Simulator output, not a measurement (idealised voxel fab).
The process module presented herein is designated voxel air gaps.
In the cross-section labelled cut, the width is 270 nm and each square cell is 5 nm.
A cross-section in this document is a grid of square cells, and it is written down as bands, the top band listed before the ones below it; a band is made up of one or more rows of cells. Top, bottom (nm), then materials left to right with widths (nm); lone material tagged "full width" fills the whole band edge to edge; "blank" = empty space. Measure heights from 0. That's the level where, below it, the as-received wafer is all one material. The lowest band is bottomless and extends downward; write it as in "top 0, no bottom". Width "30->40": first value at the band's top row of cells, second value at its bottom row, equal change from row to row. Basically "no alterations made" means that step didn't change any cell in the cross-section. Heads up: "Closed void entries" only lists the empty pockets with no open path to the top that are 8 cells or more, and it writes them as width x height at distance, distance from the left edge, in nm. Text after the settings on a step's line: the simulator's own remark on that step. Each step line may optionally specify "overlay nm", which for a step with a mask gives the rightward distance between the mask's planned place and where it lay, a negative value indicating the leftward direction.

Steps planned for the process:
1,RECEIVE with material Si
2,CONFORMAL_DEP with material SiO2, thk nm 10
3,CONFORMAL_DEP with material SiN, thk nm 5
4,DIRECTIONAL_DEP with material SiO2, thk nm 35
5,MASKED_ETCH with tone open, mask id LINES, width nm 20, pitch nm 45, etch materials SiO2, depth nm 35, overlay nm 0
6,CONFORMAL_DEP with material TiN, thk nm 5
7,FILL_DEP with material W, thk nm 5
8,CMP with height nm 50
9,EPI with material Ru, thk nm 10
10,SELECTIVE_ETCH with etch materials SiO2, depth nm 45
11,CONFORMAL_DEP with material SiCN, thk nm 5

First wafer of two (run as planned):

Cross-section: wafer on arrival = after step 1:
top 0, no bottom: Si full width
Closed void entries: none

Take a look at the wafer's cross-section after step 2:
top 10, bottom 0: SiO2 full width
Nothing below the height 0 has changed.

Take a look at the wafer's cross-section after step 3:
top 15, bottom 10: SiN full width
Nothing below the height 10 has changed.

Take a look at the wafer's cross-section after step 4:
top 50, bottom 15: SiO2 full width
Nothing below the height 15 has changed.

Take a look at the wafer's cross-section after step 5:
top 50, bottom 15: SiO2 (55); blank (20); SiO2 (25); blank (20); SiO2 (25); blank (20); SiO2 (25); blank (20); SiO2 (60)
Nothing below the height 15 has changed.

Take a look at the wafer's cross-section after step 6:
top 55, bottom 50: TiN (60); blank (10); TiN (35); blank (10); TiN (35); blank (10); TiN (35); blank (10); TiN (65)
top 50, bottom 20: SiO2 (55); TiN (5); blank (10); TiN (5); SiO2 (25); TiN (5); blank (10); TiN (5); SiO2 (25); TiN (5); blank (10); TiN (5); SiO2 (25); TiN (5); blank (10); TiN (5); SiO2 (60)
top 20, bottom 15: SiO2 (55); TiN (20); SiO2 (25); TiN (20); SiO2 (25); TiN (20); SiO2 (25); TiN (20); SiO2 (60)
Nothing below the height 15 has changed.

Take a look at the wafer's cross-section after step 7:
top 60, bottom 55: W full width
top 55, bottom 50: TiN (60); W (10); TiN (35); W (10); TiN (35); W (10); TiN (35); W (10); TiN (65)
top 50, bottom 20: SiO2 (55); TiN (5); W (10); TiN (5); SiO2 (25); TiN (5); W (10); TiN (5); SiO2 (25); TiN (5); W (10); TiN (5); SiO2 (25); TiN (5); W (10); TiN (5); SiO2 (60)
Nothing below the height 20 has changed.

Take a look at the wafer's cross-section after step 8:
top 50, bottom 20: SiO2 (55); TiN (5); W (10); TiN (5); SiO2 (25); TiN (5); W (10); TiN (5); SiO2 (25); TiN (5); W (10); TiN (5); SiO2 (25); TiN (5); W (10); TiN (5); SiO2 (60)
Nothing below the height 20 has changed.

Take a look at the wafer's cross-section after step 9:
top 60, bottom 50: blank (45); Ru (40); blank (5); Ru (40); blank (5); Ru (40); blank (5); Ru (40); blank (50)
Nothing below the height 50 has changed.

Take a look at the wafer's cross-section after step 10:
top 60, bottom 50: blank (45); Ru (40); blank (5); Ru (40); blank (5); Ru (40); blank (5); Ru (40); blank (50)
top 50, bottom 20: blank (55); TiN (5); W (10); TiN (5); blank (25); TiN (5); W (10); TiN (5); blank (25); TiN (5); W (10); TiN (5); blank (25); TiN (5); W (10); TiN (5); blank (60)
top 20, bottom 15: blank (55); TiN (20); blank (25); TiN (20); blank (25); TiN (20); blank (25); TiN (20); blank (60)
Nothing below the height 15 has changed.

Take a look at the wafer's cross-section after step 11:
top 65, bottom 60: blank (40); SiCN (185); blank (45)
top 60, bottom 50: blank (40); SiCN (5); Ru (40); SiCN (5); Ru (40); SiCN (5); Ru (40); SiCN (5); Ru (40); SiCN (5); blank (45)
top 50, bottom 45: blank (40); SiCN (15); TiN (5); W (10); TiN (5); SiCN (25); TiN (5); W (10); TiN (5); SiCN (25); TiN (5); W (10); TiN (5); SiCN (25); TiN (5); W (10); TiN (5); SiCN (15); blank (45)
top 45, bottom 20: blank (50); SiCN (5); TiN (5); W (10); TiN (5); SiCN (5); blank (15); SiCN (5); TiN (5); W (10); TiN (5); SiCN (5); blank (15); SiCN (5); TiN (5); W (10); TiN (5); SiCN (5); blank (15); SiCN (5); TiN (5); W (10); TiN (5); SiCN (5); blank (55)
top 20, bottom 15: SiCN (55); TiN (20); SiCN (25); TiN (20); SiCN (25); TiN (20); SiCN (25); TiN (20); SiCN (60)
Nothing below the height 15 has changed.
Closed void entries: 15 x 25 at 80; 15 x 25 at 125; 15 x 25 at 170

The second wafer began exactly as the first did and followed the same plan, but one mistake was made while running it; through step 8 inclusive, the two wafers are identical:

The second wafer in cross-section, at the planned close of step 9:
top 50, bottom 20: blank (55); TiN (5); W (10); TiN (5); blank (25); TiN (5); W (10); TiN (5); blank (25); TiN (5); W (10); TiN (5); blank (25); TiN (5); W (10); TiN (5); blank (60)
top 20, bottom 15: blank (55); TiN (20); blank (25); TiN (20); blank (25); TiN (20); blank (25); TiN (20); blank (60)
Nothing below the height 15 has changed.

The second wafer in cross-section, at the planned close of step 10:
top 60, bottom 50: blank (45); Ru (40); blank (5); Ru (40); blank (5); Ru (40); blank (5); Ru (40); blank (50)
top 50, bottom 20: blank (45); Ru (10); TiN (5); W (10); TiN (5); Ru (10); blank (5); Ru (10); TiN (5); W (10); TiN (5); Ru (10); blank (5); Ru (10); TiN (5); W (10); TiN (5); Ru (10); blank (5); Ru (10); TiN (5); W (10); TiN (5); Ru (10); blank (50)
top 20, bottom 15: blank (45); Ru (10); TiN (20); Ru (10); blank (5); Ru (10); TiN (20); Ru (10); blank (5); Ru (10); TiN (20); Ru (10); blank (5); Ru (10); TiN (20); Ru (10); blank (50)
Nothing below the height 15 has changed.

The second wafer in cross-section, at the planned close of step 11:
top 65, bottom 60: blank (40); SiCN (185); blank (45)
top 60, bottom 50: blank (40); SiCN (5); Ru (40); SiCN (5); Ru (40); SiCN (5); Ru (40); SiCN (5); Ru (40); SiCN (5); blank (45)
top 50, bottom 20: blank (40); SiCN (5); Ru (10); TiN (5); W (10); TiN (5); Ru (10); SiCN (5); Ru (10); TiN (5); W (10); TiN (5); Ru (10); SiCN (5); Ru (10); TiN (5); W (10); TiN (5); Ru (10); SiCN (5); Ru (10); TiN (5); W (10); TiN (5); Ru (10); SiCN (5); blank (45)
top 20, bottom 15: SiCN (45); Ru (10); TiN (20); Ru (10); SiCN (5); Ru (10); TiN (20); Ru (10); SiCN (5); Ru (10); TiN (20); Ru (10); SiCN (5); Ru (10); TiN (20); Ru (10); SiCN (50)
Nothing below the height 15 has changed.
Plan not followed: plan vs actual: 9 and 10 interchanged
Bottom line after processing is that, in cells, the second wafer is up or down on some materials versus the first: Ru: 112 more | SiCN: 47 fewer
Ultimately, the number of closed voids is 3 in the first wafer and 0 in the second wafer.
